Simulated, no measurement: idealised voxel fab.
Process module under the name voxel released beams
FYI the section here is cut, 250 nm wide, cells are 5 nm squares.
We lay out every cross-section as a grid of square cells and spell it out in bands from the top down, where one band means one or more rows of cells. Basically the band line says how high the top is and how high the bottom is, in nm, and then what's in it from left to right, every material with its width in nm. Empty space shows up as "empty", and if a single material carries "edge to edge" it runs the full band edge to edge. Measure heights from 0. That's the level where, below it, the as-received wafer is all one material. The lowest band is bottomless and extends downward; write it as in "z 0 and below". Width spec "30..40" -> top row of cells at first value, bottom row at second value, equal per-row change in between. "same as before" after a step means that no cell of the cross-section changed. "Closed voids list" specifies each empty space that is not open to the top and that occupies no fewer than 8 cells, using the form width x height at distance, the distance measured from the left edge and all three quantities in nm. Text after the settings on a step's line: the simulator's own remark on that step. overlay nm: on a step with a mask, how far right of its planned place the mask lay; negative means left.
[The steps planned for the process are as follows]
- 1: RECEIVE,material Si
- 2: CONFORMAL_DEP,material Al2O3,thk nm 5
- 3: DIRECTIONAL_DEP,material SiO2,thk nm 10
- 4: PATTERN,tone open,mask id ANCHOR,material resist,width nm 30,thk nm 15,overlay nm 0
- 5: DIRECTIONAL_ETCH,etch materials SiO2,depth nm 10
- 6: STRIP,etch materials resist
- 7: CONFORMAL_DEP,material SiN,thk nm 10
- 8: PATTERN,tone cover,mask id BEAM,material resist,width nm 100,thk nm 15,overlay nm 0
- 9: DIRECTIONAL_ETCH,etch materials SiN,depth nm 10
- 10: STRIP,etch materials resist
- 11: STRIP,etch materials SiO2
[So, the first of our two wafers, run just as we planned it]
[Shown in cross-section is the wafer as received, that is, as it stands after step 1]
- z 0 and below = Si edge to edge
- Closed voids list: none
[After step 2: wafer cross-section]
- z 5 to 0 = Al2O3 edge to edge
- Everything below 0 is unchanged.
[After step 3: wafer cross-section]
- z 15 to 5 = SiO2 edge to edge
- Everything below 5 is unchanged.
[After step 4: wafer cross-section]
- z 30 to 15 = resist 75 | empty 30 | resist 145
- Everything below 15 is unchanged.
[After step 5: wafer cross-section]
- z 30 to 15 = resist 75 | empty 30 | resist 145
- z 15 to 5 = SiO2 75 | empty 30 | SiO2 145
- Everything below 5 is unchanged.
[After step 6: wafer cross-section]
- z 15 to 5 = SiO2 75 | empty 30 | SiO2 145
- Everything below 5 is unchanged.
[After step 7: wafer cross-section]
- z 25 to 15 = SiN 85 | empty 10 | SiN 155
- z 15 to 5 = SiO2 75 | SiN 30 | SiO2 145
- Everything below 5 is unchanged.
[After step 8: wafer cross-section]
- z 40 to 25 = empty 70 | resist 100 | empty 80
- z 25 to 15 = SiN 85 | resist 10 | SiN 155
- Everything below 15 is unchanged.
[After step 9: wafer cross-section]
- z 40 to 25 = empty 70 | resist 100 | empty 80
- z 25 to 15 = empty 70 | SiN 15 | resist 10 | SiN 75 | empty 80
- Everything below 15 is unchanged.
[After step 10: wafer cross-section]
- z 25 to 15 = empty 70 | SiN 15 | empty 10 | SiN 75 | empty 80
- Everything below 15 is unchanged.
[After step 11: wafer cross-section]
- z 25 to 15 = empty 70 | SiN 15 | empty 10 | SiN 75 | empty 80
- z 15 to 5 = empty 75 | SiN 30 | empty 145
- Everything below 5 is unchanged.
[Notes, second wafer: start = first wafer's, plan = first wafer's, execution had one mistake; history identical to first through step 2]
[Cross-sectional view of the second wafer at the intended end time of process step 3]
- z 15 to 5 = SiN edge to edge
- Everything below 5 is unchanged.
[Cross-sectional view of the second wafer at the intended end time of process step 4]
- z 30 to 15 = resist 75 | empty 30 | resist 145
- Everything below 15 is unchanged.
Cross-sectional view of the second wafer at the intended end time of process step 5: same as before
[Cross-sectional view of the second wafer at the intended end time of process step 6]
- z 15 to 5 = SiN edge to edge
- Everything below 5 is unchanged.
[Cross-sectional view of the second wafer at the intended end time of process step 7]
- z 25 to 5 = SiN edge to edge
- Everything below 5 is unchanged.
[Cross-sectional view of the second wafer at the intended end time of process step 8]
- z 40 to 25 = empty 70 | resist 100 | empty 80
- Everything below 25 is unchanged.
[Cross-sectional view of the second wafer at the intended end time of process step 9]
- z 40 to 25 = empty 70 | resist 100 | empty 80
- z 25 to 15 = empty 70 | SiN 100 | empty 80
- Everything below 15 is unchanged.
[Cross-sectional view of the second wafer at the intended end time of process step 10]
- z 25 to 15 = empty 70 | SiN 100 | empty 80
- Everything below 15 is unchanged.
Cross-sectional view of the second wafer at the intended end time of process step 11: same as before
Where did the run depart from the plan? off-plan run, step 3, actual operation and settings DIRECTIONAL_DEP,material SiN,thk nm 10
Cell-count delta at end, second wafer over first, by material: 92 more of SiN
